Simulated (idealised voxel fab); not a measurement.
The following is a process module called voxel self aligned vias.
We display cut, a cross-section 270 nm in width whose square cells are each 5 nm.
Cross-section format: a grid of square cells, given as bands from top to bottom; each band is one or more rows of cells.
The entry gives the band's vertical extent as a top height and a bottom height in nm, then its horizontal make-up as materials from left to right, each with a width in nm. "blank" stands for empty space; a single material marked "edge to edge" fills the band edge to edge.
Counting heights begins at 0, where everything beneath is, in the wafer as received, one material. The lowest band has no bottom; it goes on downwards, as "0 down" shows.
A two-number width, for instance "30..40", indicates that the width is equal to the first number in the top row of the band and to the second number in the bottom row, and that it changes by a constant amount per row of cells.
"left unchanged" -> step changed no cross-section cell.
Voids not open to the top, 8 cells minimum: see "Closed void table". Written width x height at distance; distance is from the left edge; nm.
On each step's line, the part that comes after the settings is the simulator's own comment on the step.
"overlay nm" denotes, for a step that has a mask, the displacement of the mask to the right of its planned place, with negative values corresponding to the left.
-- This section lists the process steps that were planned
| 1 | RECEIVE: material Si |
| 2 | CONFORMAL_DEP: material SiO2, thk nm 15 |
| 3 | CONFORMAL_DEP: material SiCN, thk nm 5 |
| 4 | DIRECTIONAL_DEP: material lowk, thk nm 30 |
| 5 | DIRECTIONAL_DEP: material aC, thk nm 10 |
| 6 | PATTERN: tone open, mask id LINES, material resist, width nm 15, pitch nm 50, thk nm 30, overlay nm 0 |
| 7 | DIRECTIONAL_ETCH: etch materials aC, depth nm 10 |
| 8 | STRIP: etch materials resist |
| 9 | DIRECTIONAL_ETCH: etch materials lowk, depth nm 30 |
| 10 | STRIP: etch materials aC |
| 11 | CONFORMAL_DEP: material TiN, thk nm 5 |
| 12 | FILL_DEP: material Ru, thk nm 10 |
| 13 | CMP: height nm 50 |
| 14 | SELECTIVE_ETCH: etch materials W Ru TiN, depth nm 10 |
| 15 | FILL_DEP: material SiN, thk nm 5 |
| 16 | CMP: height nm 50 |
| 17 | DIRECTIONAL_DEP: material lowk, thk nm 20 |
| 18 | DIRECTIONAL_DEP: material aC, thk nm 15 |
| 19 | PATTERN: tone open, mask id VIAS, material resist, width nm 30, pitch nm 50, thk nm 35, overlay nm 0 |
| 20 | DIRECTIONAL_ETCH: etch materials aC, depth nm 15 |
| 21 | STRIP: etch materials resist |
| 22 | DIRECTIONAL_ETCH: etch materials lowk, depth nm 20 |
| 23 | DIRECTIONAL_ETCH: etch materials SiN, depth nm 10 |
| 24 | STRIP: etch materials aC |
| 25 | CONFORMAL_DEP: material TiN, thk nm 5 |
| 26 | FILL_DEP: material W, thk nm 10 |
| 27 | CMP: height nm 70 |
| 28 | CONFORMAL_DEP: material SiN, thk nm 5 |
The plan shows the width nm of step 6 as the first wafer had it; this setting differs between the wafers, which start out alike.
-- Cross-sectional view of the first of several wafers in the as-received condition, corresponding to the state following step 1
  0 down: Si edge to edge
  Closed void table: none
-- Per-wafer rows below. For each material: cells gained (+) or lost (-) since the wafer was received, as of end of module. Then: closed voids
width nm 15 | +6 Ru | +54 SiCN | +54 SiN | +162 SiO2 | +50 TiN | +28 W | +456 lowk | Closed void table: none
width nm 20 | +12 Ru | +54 SiCN | +54 SiN | +162 SiO2 | +52 TiN | +32 W | +444 lowk | Closed void table: none
width nm 25 | +18 Ru | +54 SiCN | +54 SiN | +162 SiO2 | +54 TiN | +36 W | +432 lowk | Closed void table: none
width nm 30 | +24 Ru | +54 SiCN | +54 SiN | +162 SiO2 | +56 TiN | +40 W | +420 lowk | Closed void table: none
width nm 35 | +30 Ru | +54 SiCN | +58 SiN | +162 SiO2 | +58 TiN | +40 W | +408 lowk | Closed void table: none
